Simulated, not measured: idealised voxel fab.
process module | voxel double patterning
cross-section cut | 165 nm wide | cells 5 nm
A cross-section is a grid of square cells, given in bands from the top down. A band is one or more rows of cells.
Each band's line starts with the height of the band's top and of its bottom, in nm. Then come its materials from left to right, each with its width in nm. One material with "throughout" fills the band from edge to edge. "air" is empty space.
Height 0 is the level under which the wafer as received is all one material. The lowest band goes on downwards, as in "0 down".
A width such as "30 to 40" changes by the same amount from each row of cells to the next, from the band's top row to its bottom row.
"no change" after a step means that no cell of the cross-section changed.
closed voids: empty space of 8 cells or more with no open way to the top, each as width x height at its distance from the left edge, in nm
after a step's settings: what the simulator itself notes on the step
overlay nm, on a step with a mask: how far to the right of its planned place the mask lay; to the left if negative
Each pair below shows a cross-section before one step and the cross-section after it, down to the lowest band that changed. The line under each pair gives the step between them, with its settings. The pairs can come from different runs of this module on the same starting wafer, so a pair continues from the pair above only where its "before" says so.
before
  0 down: Si throughout
  closed voids: none
after
  10 to 0: SiO2 throughout
  below 0: unchanged
  closed voids: none
the step between: op CONFORMAL_DEP | material SiO2 | thk nm 10
before: the cross-section after the pair above
after
  25 to 10: polySi throughout
  below 10: unchanged
  closed voids: none
the step between: op DIRECTIONAL_DEP | material polySi | thk nm 15
before: the cross-section after the pair above
after
  35 to 25: SiN throughout
  below 25: unchanged
  closed voids: none
the step between: op DIRECTIONAL_DEP | material SiN | thk nm 10
before: the cross-section after the pair above
after
  45 to 35: aC throughout
  below 35: unchanged
  closed voids: none
the step between: op DIRECTIONAL_DEP | material aC | thk nm 10
before: the cross-section after the pair above
after
  75 to 45: resist 25 | air 15 | resist 35 | air 15 | resist 35 | air 15 | resist 25
  below 45: unchanged
  closed voids: none
the step between: op PATTERN | tone open | mask id FIRST | material resist | width nm 15 | pitch nm 50 | thk nm 30 | overlay nm 0
before: the cross-section after the pair above
after
  65 to 45: resist 25 | air 15 | resist 35 | air 15 | resist 35 | air 15 | resist 25
  45 to 35: aC 25 | air 15 | aC 35 | air 15 | aC 35 | air 15 | aC 25
  below 35: unchanged
  closed voids: none
the step between: op DIRECTIONAL_ETCH | etch materials aC | depth nm 10
before: the cross-section after the pair above
after
  45 to 35: aC 25 | air 15 | aC 35 | air 15 | aC 35 | air 15 | aC 25
  below 35: unchanged
  closed voids: none
the step between: op STRIP | etch materials resist
before: the cross-section after the pair above
after
  45 to 35: aC 25 | air 15 | aC 35 | air 15 | aC 35 | air 15 | aC 25
  35 to 25: SiN 25 | air 15 | SiN 35 | air 15 | SiN 35 | air 15 | SiN 25
  below 25: unchanged
  closed voids: none
the step between: op DIRECTIONAL_ETCH | etch materials SiN | depth nm 10
before: the cross-section after the pair above
after
  35 to 25: SiN 25 | air 15 | SiN 35 | air 15 | SiN 35 | air 15 | SiN 25
  below 25: unchanged
  closed voids: none
the step between: op STRIP | etch materials aC
before: the cross-section after the pair above
after
  45 to 35: aC 25 | air 15 | aC 35 | air 15 | aC 35 | air 15 | aC 25
  35 to 25: SiN 25 | aC 15 | SiN 35 | aC 15 | SiN 35 | aC 15 | SiN 25
  below 25: unchanged
  closed voids: none
the step between: op DIRECTIONAL_DEP | material aC | thk nm 10
before: the cross-section after the pair above
after
  75 to 45: resist 50 | air 15 | resist 35 | air 15 | resist 50
  45 to 35: aC 25 | resist 15 | aC 35 | resist 15 | aC 35 | resist 15 | aC 25
  below 35: unchanged
  closed voids: none
the step between: op PATTERN | tone open | mask id SECOND | material resist | width nm 15 | pitch nm 50 | thk nm 30 | overlay nm 0
before: the cross-section after the pair above
after
  65 to 45: resist 50 | air 15 | resist 35 | air 15 | resist 50
  45 to 35: aC 25 | resist 15 | aC 10 | air 15 | aC 10 | resist 15 | aC 10 | air 15 | aC 10 | resist 15 | aC 25
  below 35: unchanged
  closed voids: none
the step between: op DIRECTIONAL_ETCH | etch materials aC | depth nm 10
before: the cross-section after the pair above
after
  45 to 35: aC 25 | air 15 | aC 10 | air 15 | aC 10 | air 15 | aC 10 | air 15 | aC 10 | air 15 | aC 25
  below 35: unchanged
  closed voids: none
the step between: op STRIP | etch materials resist
before: the cross-section after the pair above
after
  45 to 35: aC 25 | air 15 | aC 10 | air 15 | aC 10 | air 15 | aC 10 | air 15 | aC 10 | air 15 | aC 25
  35 to 25: SiN 25 | aC 15 | SiN 10 | air 15 | SiN 10 | aC 15 | SiN 10 | air 15 | SiN 10 | aC 15 | SiN 25
  below 25: unchanged
  closed voids: none
the step between: op DIRECTIONAL_ETCH | etch materials SiN | depth nm 10
before: the cross-section after the pair above
after
  35 to 25: SiN 25 | air 15 | SiN 10 | air 15 | SiN 10 | air 15 | SiN 10 | air 15 | SiN 10 | air 15 | SiN 25
  below 25: unchanged
  closed voids: none
the step between: op STRIP | etch materials aC
before: the cross-section after the pair above
after
  35 to 25: SiN 25 | air 15 | SiN 10 | air 15 | SiN 10 | air 15 | SiN 10 | air 15 | SiN 10 | air 15 | SiN 25
  25 to 10: polySi 25 | air 15 | polySi 10 | air 15 | polySi 10 | air 15 | polySi 10 | air 15 | polySi 10 | air 15 | polySi 25
  below 10: unchanged
  closed voids: none
the step between: op DIRECTIONAL_ETCH | etch materials polySi | depth nm 15
before: the cross-section after the pair above
after
  25 to 10: polySi 25 | air 15 | polySi 10 | air 15 | polySi 10 | air 15 | polySi 10 | air 15 | polySi 10 | air 15 | polySi 25
  below 10: unchanged
  closed voids: none
the step between: op STRIP | etch materials SiN
before
  0 down: Si throughout
  closed voids: none
after
  15 to 0: polySi throughout
  below 0: unchanged
  closed voids: none
the step between: op DIRECTIONAL_DEP | material polySi | thk nm 15
before: the cross-section after the pair above
after
  25 to 15: SiN throughout
  below 15: unchanged
  closed voids: none
the step between: op DIRECTIONAL_DEP | material SiN | thk nm 10
before: the cross-section after the pair above
after
  35 to 25: aC throughout
  below 25: unchanged
  closed voids: none
the step between: op DIRECTIONAL_DEP | material aC | thk nm 10
before: the cross-section after the pair above
after
  65 to 35: resist 25 | air 15 | resist 35 | air 15 | resist 35 | air 15 | resist 25
  below 35: unchanged
  closed voids: none
the step between: op PATTERN | tone open | mask id FIRST | material resist | width nm 15 | pitch nm 50 | thk nm 30 | overlay nm 0
before: the cross-section after the pair above
after
  55 to 35: resist 25 | air 15 | resist 35 | air 15 | resist 35 | air 15 | resist 25
  35 to 25: aC 25 | air 15 | aC 35 | air 15 | aC 35 | air 15 | aC 25
  below 25: unchanged
  closed voids: none
the step between: op DIRECTIONAL_ETCH | etch materials aC | depth nm 10
before: the cross-section after the pair above
after
  35 to 25: aC 25 | air 15 | aC 35 | air 15 | aC 35 | air 15 | aC 25
  below 25: unchanged
  closed voids: none
the step between: op STRIP | etch materials resist
before: the cross-section after the pair above
after
  35 to 25: aC 25 | air 15 | aC 35 | air 15 | aC 35 | air 15 | aC 25
  25 to 15: SiN 25 | air 15 | SiN 35 | air 15 | SiN 35 | air 15 | SiN 25
  below 15: unchanged
  closed voids: none
the step between: op DIRECTIONAL_ETCH | etch materials SiN | depth nm 10
before: the cross-section after the pair above
after
  25 to 15: SiN 25 | air 15 | SiN 35 | air 15 | SiN 35 | air 15 | SiN 25
  below 15: unchanged
  closed voids: none
the step between: op STRIP | etch materials aC
before: the cross-section after the pair above
after
  35 to 25: aC 25 | air 15 | aC 35 | air 15 | aC 35 | air 15 | aC 25
  25 to 15: SiN 25 | aC 15 | SiN 35 | aC 15 | SiN 35 | aC 15 | SiN 25
  below 15: unchanged
  closed voids: none
the step between: op DIRECTIONAL_DEP | material aC | thk nm 10
before: the cross-section after the pair above
after
  65 to 35: resist 50 | air 15 | resist 35 | air 15 | resist 50
  35 to 25: aC 25 | resist 15 | aC 35 | resist 15 | aC 35 | resist 15 | aC 25
  below 25: unchanged
  closed voids: none
the step between: op PATTERN | tone open | mask id SECOND | material resist | width nm 15 | pitch nm 50 | thk nm 30 | overlay nm 0
before: the cross-section after the pair above
after
  55 to 35: resist 50 | air 15 | resist 35 | air 15 | resist 50
  35 to 25: aC 25 | resist 15 | aC 10 | air 15 | aC 10 | resist 15 | aC 10 | air 15 | aC 10 | resist 15 | aC 25
  below 25: unchanged
  closed voids: none
the step between: op DIRECTIONAL_ETCH | etch materials aC | depth nm 10
before: the cross-section after the pair above
after
  35 to 25: aC 25 | air 15 | aC 10 | air 15 | aC 10 | air 15 | aC 10 | air 15 | aC 10 | air 15 | aC 25
  below 25: unchanged
  closed voids: none
the step between: op STRIP | etch materials resist
before: the cross-section after the pair above
after
  35 to 25: aC 25 | air 15 | aC 10 | air 15 | aC 10 | air 15 | aC 10 | air 15 | aC 10 | air 15 | aC 25
  25 to 15: SiN 25 | aC 15 | SiN 10 | air 15 | SiN 10 | aC 15 | SiN 10 | air 15 | SiN 10 | aC 15 | SiN 25
  below 15: unchanged
  closed voids: none
the step between: op DIRECTIONAL_ETCH | etch materials SiN | depth nm 10
before: the cross-section after the pair above
after
  25 to 15: SiN 25 | air 15 | SiN 10 | air 15 | SiN 10 | air 15 | SiN 10 | air 15 | SiN 10 | air 15 | SiN 25
  below 15: unchanged
  closed voids: none
the step between: op STRIP | etch materials aC
before: the cross-section after the pair above
after
  25 to 15: SiN 25 | air 15 | SiN 10 | air 15 | SiN 10 | air 15 | SiN 10 | air 15 | SiN 10 | air 15 | SiN 25
  15 to 0: polySi 25 | air 15 | polySi 10 | air 15 | polySi 10 | air 15 | polySi 10 | air 15 | polySi 10 | air 15 | polySi 25
  below 0: unchanged
  closed voids: none
the step between: op DIRECTIONAL_ETCH | etch materials polySi | depth nm 15
before: the cross-section after the pair above
after
  15 to 0: polySi 25 | air 15 | polySi 10 | air 15 | polySi 10 | air 15 | polySi 10 | air 15 | polySi 10 | air 15 | polySi 25
  below 0: unchanged
  closed voids: none
the step between: op STRIP | etch materials SiN
before
  25 to 10: polySi throughout
  10 to 0: SiO2 throughout
  0 down: Si throughout
  closed voids: none
after
  40 to 10: polySi throughout
  below 10: unchanged
  closed voids: none
the step between: op DIRECTIONAL_DEP | material polySi | thk nm 15
before: the cross-section after the pair above
after
  50 to 40: SiN throughout
  below 40: unchanged
  closed voids: none
the step between: op DIRECTIONAL_DEP | material SiN | thk nm 10
before: the cross-section after the pair above
after
  60 to 50: aC throughout
  below 50: unchanged
  closed voids: none
the step between: op DIRECTIONAL_DEP | material aC | thk nm 10
before: the cross-section after the pair above
after
  90 to 60: resist 25 | air 15 | resist 35 | air 15 | resist 35 | air 15 | resist 25
  below 60: unchanged
  closed voids: none
the step between: op PATTERN | tone open | mask id FIRST | material resist | width nm 15 | pitch nm 50 | thk nm 30 | overlay nm 0
before: the cross-section after the pair above
after
  80 to 60: resist 25 | air 15 | resist 35 | air 15 | resist 35 | air 15 | resist 25
  60 to 50: aC 25 | air 15 | aC 35 | air 15 | aC 35 | air 15 | aC 25
  below 50: unchanged
  closed voids: none
the step between: op DIRECTIONAL_ETCH | etch materials aC | depth nm 10
before: the cross-section after the pair above
after
  60 to 50: aC 25 | air 15 | aC 35 | air 15 | aC 35 | air 15 | aC 25
  below 50: unchanged
  closed voids: none
the step between: op STRIP | etch materials resist
before: the cross-section after the pair above
after
  60 to 50: aC 25 | air 15 | aC 35 | air 15 | aC 35 | air 15 | aC 25
  50 to 40: SiN 25 | air 15 | SiN 35 | air 15 | SiN 35 | air 15 | SiN 25
  below 40: unchanged
  closed voids: none
the step between: op DIRECTIONAL_ETCH | etch materials SiN | depth nm 10
before: the cross-section after the pair above
after
  50 to 40: SiN 25 | air 15 | SiN 35 | air 15 | SiN 35 | air 15 | SiN 25
  below 40: unchanged
  closed voids: none
the step between: op STRIP | etch materials aC
before: the cross-section after the pair above
after
  60 to 50: aC 25 | air 15 | aC 35 | air 15 | aC 35 | air 15 | aC 25
  50 to 40: SiN 25 | aC 15 | SiN 35 | aC 15 | SiN 35 | aC 15 | SiN 25
  below 40: unchanged
  closed voids: none
the step between: op DIRECTIONAL_DEP | material aC | thk nm 10
before: the cross-section after the pair above
after
  90 to 60: resist 50 | air 15 | resist 35 | air 15 | resist 50
  60 to 50: aC 25 | resist 15 | aC 35 | resist 15 | aC 35 | resist 15 | aC 25
  below 50: unchanged
  closed voids: none
the step between: op PATTERN | tone open | mask id SECOND | material resist | width nm 15 | pitch nm 50 | thk nm 30 | overlay nm 0
before: the cross-section after the pair above
after
  80 to 60: resist 50 | air 15 | resist 35 | air 15 | resist 50
  60 to 50: aC 25 | resist 15 | aC 10 | air 15 | aC 10 | resist 15 | aC 10 | air 15 | aC 10 | resist 15 | aC 25
  below 50: unchanged
  closed voids: none
the step between: op DIRECTIONAL_ETCH | etch materials aC | depth nm 10
before: the cross-section after the pair above
after
  60 to 50: aC 25 | air 15 | aC 10 | air 15 | aC 10 | air 15 | aC 10 | air 15 | aC 10 | air 15 | aC 25
  below 50: unchanged
  closed voids: none
the step between: op STRIP | etch materials resist
before: the cross-section after the pair above
after
  60 to 50: aC 25 | air 15 | aC 10 | air 15 | aC 10 | air 15 | aC 10 | air 15 | aC 10 | air 15 | aC 25
  50 to 40: SiN 25 | aC 15 | SiN 10 | air 15 | SiN 10 | aC 15 | SiN 10 | air 15 | SiN 10 | aC 15 | SiN 25
  below 40: unchanged
  closed voids: none
the step between: op DIRECTIONAL_ETCH | etch materials SiN | depth nm 10
before: the cross-section after the pair above
after
  50 to 40: SiN 25 | air 15 | SiN 10 | air 15 | SiN 10 | air 15 | SiN 10 | air 15 | SiN 10 | air 15 | SiN 25
  below 40: unchanged
  closed voids: none
the step between: op STRIP | etch materials aC
before: the cross-section after the pair above
after
  50 to 40: SiN 25 | air 15 | SiN 10 | air 15 | SiN 10 | air 15 | SiN 10 | air 15 | SiN 10 | air 15 | SiN 25
  40 to 25: polySi 25 | air 15 | polySi 10 | air 15 | polySi 10 | air 15 | polySi 10 | air 15 | polySi 10 | air 15 | polySi 25
  below 25: unchanged
  closed voids: none
the step between: op DIRECTIONAL_ETCH | etch materials polySi | depth nm 15
before: the cross-section after the pair above
after
  40 to 25: polySi 25 | air 15 | polySi 10 | air 15 | polySi 10 | air 15 | polySi 10 | air 15 | polySi 10 | air 15 | polySi 25
  below 25: unchanged
  closed voids: none
the step between: op STRIP | etch materials SiN
before
  15 to 0: polySi throughout
  0 down: Si throughout
  closed voids: none
after
  25 to 15: SiO2 throughout
  below 15: unchanged
  closed voids: none
the step between: op CONFORMAL_DEP | material SiO2 | thk nm 10
before: the cross-section after the pair above
after
  35 to 25: SiN throughout
  below 25: unchanged
  closed voids: none
the step between: op DIRECTIONAL_DEP | material SiN | thk nm 10
before: the cross-section after the pair above
after
  45 to 35: aC throughout
  below 35: unchanged
  closed voids: none
the step between: op DIRECTIONAL_DEP | material aC | thk nm 10
before: the cross-section after the pair above
after
  75 to 45: resist 25 | air 15 | resist 35 | air 15 | resist 35 | air 15 | resist 25
  below 45: unchanged
  closed voids: none
the step between: op PATTERN | tone open | mask id FIRST | material resist | width nm 15 | pitch nm 50 | thk nm 30 | overlay nm 0
before: the cross-section after the pair above
after
  65 to 45: resist 25 | air 15 | resist 35 | air 15 | resist 35 | air 15 | resist 25
  45 to 35: aC 25 | air 15 | aC 35 | air 15 | aC 35 | air 15 | aC 25
  below 35: unchanged
  closed voids: none
the step between: op DIRECTIONAL_ETCH | etch materials aC | depth nm 10
before: the cross-section after the pair above
after
  45 to 35: aC 25 | air 15 | aC 35 | air 15 | aC 35 | air 15 | aC 25
  below 35: unchanged
  closed voids: none
the step between: op STRIP | etch materials resist
before: the cross-section after the pair above
after
  45 to 35: aC 25 | air 15 | aC 35 | air 15 | aC 35 | air 15 | aC 25
  35 to 25: SiN 25 | air 15 | SiN 35 | air 15 | SiN 35 | air 15 | SiN 25
  below 25: unchanged
  closed voids: none
the step between: op DIRECTIONAL_ETCH | etch materials SiN | depth nm 10
before: the cross-section after the pair above
after
  35 to 25: SiN 25 | air 15 | SiN 35 | air 15 | SiN 35 | air 15 | SiN 25
  below 25: unchanged
  closed voids: none
the step between: op STRIP | etch materials aC
before: the cross-section after the pair above
after
  45 to 35: aC 25 | air 15 | aC 35 | air 15 | aC 35 | air 15 | aC 25
  35 to 25: SiN 25 | aC 15 | SiN 35 | aC 15 | SiN 35 | aC 15 | SiN 25
  below 25: unchanged
  closed voids: none
the step between: op DIRECTIONAL_DEP | material aC | thk nm 10
before: the cross-section after the pair above
after
  75 to 45: resist 50 | air 15 | resist 35 | air 15 | resist 50
  45 to 35: aC 25 | resist 15 | aC 35 | resist 15 | aC 35 | resist 15 | aC 25
  below 35: unchanged
  closed voids: none
the step between: op PATTERN | tone open | mask id SECOND | material resist | width nm 15 | pitch nm 50 | thk nm 30 | overlay nm 0
before: the cross-section after the pair above
after
  65 to 45: resist 50 | air 15 | resist 35 | air 15 | resist 50
  45 to 35: aC 25 | resist 15 | aC 10 | air 15 | aC 10 | resist 15 | aC 10 | air 15 | aC 10 | resist 15 | aC 25
  below 35: unchanged
  closed voids: none
the step between: op DIRECTIONAL_ETCH | etch materials aC | depth nm 10
before: the cross-section after the pair above
after
  45 to 35: aC 25 | air 15 | aC 10 | air 15 | aC 10 | air 15 | aC 10 | air 15 | aC 10 | air 15 | aC 25
  below 35: unchanged
  closed voids: none
the step between: op STRIP | etch materials resist
before: the cross-section after the pair above
after
  45 to 35: aC 25 | air 15 | aC 10 | air 15 | aC 10 | air 15 | aC 10 | air 15 | aC 10 | air 15 | aC 25
  35 to 25: SiN 25 | aC 15 | SiN 10 | air 15 | SiN 10 | aC 15 | SiN 10 | air 15 | SiN 10 | aC 15 | SiN 25
  below 25: unchanged
  closed voids: none
the step between: op DIRECTIONAL_ETCH | etch materials SiN | depth nm 10
before: the cross-section after the pair above
after
  35 to 25: SiN 25 | air 15 | SiN 10 | air 15 | SiN 10 | air 15 | SiN 10 | air 15 | SiN 10 | air 15 | SiN 25
  below 25: unchanged
  closed voids: none
the step between: op STRIP | etch materials aC
before: the cross-section after the pair above
after
  25 to 15: SiO2 throughout
  below 15: unchanged
  closed voids: none
the step between: op STRIP | etch materials SiN
before
  35 to 25: SiN 25 | air 15 | SiN 10 | air 15 | SiN 10 | air 15 | SiN 10 | air 15 | SiN 10 | air 15 | SiN 25
  25 to 10: polySi throughout
  10 to 0: SiO2 throughout
  0 down: Si throughout
  closed voids: none
after
  35 to 25: SiN 25 | air 15 | SiN 10 | air 15 | SiN 10 | air 15 | SiN 10 | air 15 | SiN 10 | air 15 | SiN 25
  25 to 20: polySi 25 | air 15 | polySi 10 | air 15 | polySi 10 | air 15 | polySi 10 | air 15 | polySi 10 | air 15 | polySi 25
  below 20: unchanged
  closed voids: none
the step between: op DIRECTIONAL_ETCH | etch materials polySi | depth nm 5
before: the cross-section after the pair above
after
  25 to 20: polySi 25 | air 15 | polySi 10 | air 15 | polySi 10 | air 15 | polySi 10 | air 15 | polySi 10 | air 15 | polySi 25
  below 20: unchanged
  closed voids: none
the step between: op STRIP | etch materials SiN
before
  45 to 35: aC 25 | air 15 | aC 35 | air 15 | aC 35 | air 15 | aC 25
  35 to 25: SiN 25 | aC 15 | SiN 35 | aC 15 | SiN 35 | aC 15 | SiN 25
  25 to 10: polySi throughout
  10 to 0: SiO2 throughout
  0 down: Si throughout
  closed voids: none
after
  75 to 45: resist 50 | air 20 | resist 30 | air 20 | resist 45
  45 to 35: aC 25 | resist 15 | aC 35 | resist 15 | aC 35 | resist 15 | aC 25
  below 35: unchanged
  closed voids: none
the step between: op PATTERN | tone open | mask id SECOND | material resist | width nm 20 | pitch nm 50 | thk nm 30 | overlay nm 0
before: the cross-section after the pair above
after
  65 to 45: resist 50 | air 20 | resist 30 | air 20 | resist 45
  45 to 35: aC 25 | resist 15 | aC 10 | air 20 | aC 5 | resist 15 | aC 10 | air 20 | aC 5 | resist 15 | aC 25
  below 35: unchanged
  closed voids: none
the step between: op DIRECTIONAL_ETCH | etch materials aC | depth nm 10
before: the cross-section after the pair above
after
  45 to 35: aC 25 | air 15 | aC 10 | air 20 | aC 5 | air 15 | aC 10 | air 20 | aC 5 | air 15 | aC 25
  below 35: unchanged
  closed voids: none
the step between: op STRIP | etch materials resist
before: the cross-section after the pair above
after
  45 to 35: aC 25 | air 15 | aC 10 | air 20 | aC 5 | air 15 | aC 10 | air 20 | aC 5 | air 15 | aC 25
  35 to 25: SiN 25 | aC 15 | SiN 10 | air 20 | SiN 5 | aC 15 | SiN 10 | air 20 | SiN 5 | aC 15 | SiN 25
  below 25: unchanged
  closed voids: none
the step between: op DIRECTIONAL_ETCH | etch materials SiN | depth nm 10
before: the cross-section after the pair above
after
  35 to 25: SiN 25 | air 15 | SiN 10 | air 20 | SiN 5 | air 15 | SiN 10 | air 20 | SiN 5 | air 15 | SiN 25
  below 25: unchanged
  closed voids: none
the step between: op STRIP | etch materials aC
before: the cross-section after the pair above
after
  35 to 25: SiN 25 | air 15 | SiN 10 | air 20 | SiN 5 | air 15 | SiN 10 | air 20 | SiN 5 | air 15 | SiN 25
  25 to 10: polySi 25 | air 15 | polySi 10 | air 20 | polySi 5 | air 15 | polySi 10 | air 20 | polySi 5 | air 15 | polySi 25
  below 10: unchanged
  closed voids: none
the step between: op DIRECTIONAL_ETCH | etch materials polySi | depth nm 15
before: the cross-section after the pair above
after
  25 to 10: polySi 25 | air 15 | polySi 10 | air 20 | polySi 5 | air 15 | polySi 10 | air 20 | polySi 5 | air 15 | polySi 25
  below 10: unchanged
  closed voids: none
the step between: op STRIP | etch materials SiN
before
  45 to 35: aC throughout
  35 to 25: SiN throughout
  25 to 10: polySi throughout
  10 to 0: SiO2 throughout
  0 down: Si throughout
  closed voids: none
after
  75 to 45: resist 30 | air 15 | resist 35 | air 15 | resist 35 | air 15 | resist 20
  below 45: unchanged
  closed voids: none
the step between: op PATTERN | tone open | mask id FIRST | material resist | width nm 15 | pitch nm 50 | thk nm 30 | overlay nm 5
before: the cross-section after the pair above
after
  65 to 45: resist 30 | air 15 | resist 35 | air 15 | resist 35 | air 15 | resist 20
  45 to 35: aC 30 | air 15 | aC 35 | air 15 | aC 35 | air 15 | aC 20
  below 35: unchanged
  closed voids: none
the step between: op DIRECTIONAL_ETCH | etch materials aC | depth nm 10
before: the cross-section after the pair above
after
  45 to 35: aC 30 | air 15 | aC 35 | air 15 | aC 35 | air 15 | aC 20
  below 35: unchanged
  closed voids: none
the step between: op STRIP | etch materials resist
before: the cross-section after the pair above
after
  45 to 35: aC 30 | air 15 | aC 35 | air 15 | aC 35 | air 15 | aC 20
  35 to 25: SiN 30 | air 15 | SiN 35 | air 15 | SiN 35 | air 15 | SiN 20
  below 25: unchanged
  closed voids: none
the step between: op DIRECTIONAL_ETCH | etch materials SiN | depth nm 10
before: the cross-section after the pair above
after
  35 to 25: SiN 30 | air 15 | SiN 35 | air 15 | SiN 35 | air 15 | SiN 20
  below 25: unchanged
  closed voids: none
the step between: op STRIP | etch materials aC
before: the cross-section after the pair above
after
  45 to 35: aC 30 | air 15 | aC 35 | air 15 | aC 35 | air 15 | aC 20
  35 to 25: SiN 30 | aC 15 | SiN 35 | aC 15 | SiN 35 | aC 15 | SiN 20
  below 25: unchanged
  closed voids: none
the step between: op DIRECTIONAL_DEP | material aC | thk nm 10
before: the cross-section after the pair above
after
  75 to 45: resist 50 | air 15 | resist 35 | air 15 | resist 50
  45 to 35: aC 30 | resist 15 | aC 35 | resist 15 | aC 35 | resist 15 | aC 20
  below 35: unchanged
  closed voids: none
the step between: op PATTERN | tone open | mask id SECOND | material resist | width nm 15 | pitch nm 50 | thk nm 30 | overlay nm 0
before: the cross-section after the pair above
after
  65 to 45: resist 50 | air 15 | resist 35 | air 15 | resist 50
  45 to 35: aC 30 | resist 15 | aC 5 | air 15 | aC 15 | resist 15 | aC 5 | air 15 | aC 15 | resist 15 | aC 20
  below 35: unchanged
  closed voids: none
the step between: op DIRECTIONAL_ETCH | etch materials aC | depth nm 10
before: the cross-section after the pair above
after
  45 to 35: aC 30 | air 15 | aC 5 | air 15 | aC 15 | air 15 | aC 5 | air 15 | aC 15 | air 15 | aC 20
  below 35: unchanged
  closed voids: none
the step between: op STRIP | etch materials resist
before: the cross-section after the pair above
after
  45 to 35: aC 30 | air 15 | aC 5 | air 15 | aC 15 | air 15 | aC 5 | air 15 | aC 15 | air 15 | aC 20
  35 to 25: SiN 30 | aC 15 | SiN 5 | air 15 | SiN 15 | aC 15 | SiN 5 | air 15 | SiN 15 | aC 15 | SiN 20
  below 25: unchanged
  closed voids: none
the step between: op DIRECTIONAL_ETCH | etch materials SiN | depth nm 10
before: the cross-section after the pair above
after
  35 to 25: SiN 30 | air 15 | SiN 5 | air 15 | SiN 15 | air 15 | SiN 5 | air 15 | SiN 15 | air 15 | SiN 20
  below 25: unchanged
  closed voids: none
the step between: op STRIP | etch materials aC
before: the cross-section after the pair above
after
  35 to 25: SiN 30 | air 15 | SiN 5 | air 15 | SiN 15 | air 15 | SiN 5 | air 15 | SiN 15 | air 15 | SiN 20
  25 to 10: polySi 30 | air 15 | polySi 5 | air 15 | polySi 15 | air 15 | polySi 5 | air 15 | polySi 15 | air 15 | polySi 20
  below 10: unchanged
  closed voids: none
the step between: op DIRECTIONAL_ETCH | etch materials polySi | depth nm 15
before: the cross-section after the pair above
after
  25 to 10: polySi 30 | air 15 | polySi 5 | air 15 | polySi 15 | air 15 | polySi 5 | air 15 | polySi 15 | air 15 | polySi 20
  below 10: unchanged
  closed voids: none
the step between: op STRIP | etch materials SiN
before
  35 to 25: SiN 25 | air 15 | SiN 35 | air 15 | SiN 35 | air 15 | SiN 25
  25 to 10: polySi throughout
  10 to 0: SiO2 throughout
  0 down: Si throughout
  closed voids: none
after
  45 to 35: SiO2 25 | air 15 | SiO2 35 | air 15 | SiO2 35 | air 15 | SiO2 25
  35 to 25: SiN 25 | SiO2 15 | SiN 35 | SiO2 15 | SiN 35 | SiO2 15 | SiN 25
  below 25: unchanged
  closed voids: none
the step between: op DIRECTIONAL_DEP | material SiO2 | thk nm 10
before: the cross-section after the pair above
after
  75 to 45: resist 50 | air 15 | resist 35 | air 15 | resist 50
  45 to 35: SiO2 25 | resist 15 | SiO2 35 | resist 15 | SiO2 35 | resist 15 | SiO2 25
  below 35: unchanged
  closed voids: none
the step between: op PATTERN | tone open | mask id SECOND | material resist | width nm 15 | pitch nm 50 | thk nm 30 | overlay nm 0
before: the cross-section after the pair above
after
  65 to 45: resist 50 | air 15 | resist 35 | air 15 | resist 50
  below 45: unchanged
  closed voids: none
the step between: op DIRECTIONAL_ETCH | etch materials aC | depth nm 10
before: the cross-section after the pair above
after
  45 to 35: SiO2 25 | air 15 | SiO2 35 | air 15 | SiO2 35 | air 15 | SiO2 25
  below 35: unchanged
  closed voids: none
the step between: op STRIP | etch materials resist
before
  45 to 35: aC 25 | air 15 | aC 35 | air 15 | aC 35 | air 15 | aC 25
  35 to 25: SiN 25 | aC 15 | SiN 35 | aC 15 | SiN 35 | aC 15 | SiN 25
  25 to 10: polySi throughout
  10 to 0: SiO2 throughout
  0 down: Si throughout
  closed voids: none
after
  75 to 45: air 50 | resist 15 | air 35 | resist 15 | air 50
  below 45: unchanged
  closed voids: none
the step between: op PATTERN | tone cover | mask id SECOND | material resist | width nm 15 | pitch nm 50 | thk nm 30 | overlay nm 0
before: the cross-section after the pair above
after
  65 to 45: air 50 | resist 15 | air 35 | resist 15 | air 50
  45 to 35: air 50 | aC 15 | air 35 | aC 15 | air 50
  35 to 25: SiN 25 | air 15 | SiN 35 | air 15 | SiN 35 | air 15 | SiN 25
  below 25: unchanged
  closed voids: none
the step between: op DIRECTIONAL_ETCH | etch materials aC | depth nm 10
before: the cross-section after the pair above
after
  45 to 35: air 50 | aC 15 | air 35 | aC 15 | air 50
  below 35: unchanged
  closed voids: none
the step between: op STRIP | etch materials resist
before: the cross-section after the pair above
after
  45 to 35: air 50 | aC 15 | air 35 | aC 15 | air 50
  35 to 25: air 50 | SiN 15 | air 35 | SiN 15 | air 50
  below 25: unchanged
  closed voids: none
the step between: op DIRECTIONAL_ETCH | etch materials SiN | depth nm 10
before: the cross-section after the pair above
after
  35 to 25: air 50 | SiN 15 | air 35 | SiN 15 | air 50
  below 25: unchanged
  closed voids: none
the step between: op STRIP | etch materials aC
before: the cross-section after the pair above
after
  35 to 25: air 50 | SiN 15 | air 35 | SiN 15 | air 50
  25 to 10: air 50 | polySi 15 | air 35 | polySi 15 | air 50
  below 10: unchanged
  closed voids: none
the step between: op DIRECTIONAL_ETCH | etch materials polySi | depth nm 15
before: the cross-section after the pair above
after
  25 to 10: air 50 | polySi 15 | air 35 | polySi 15 | air 50
  below 10: unchanged
  closed voids: none
the step between: op STRIP | etch materials SiN
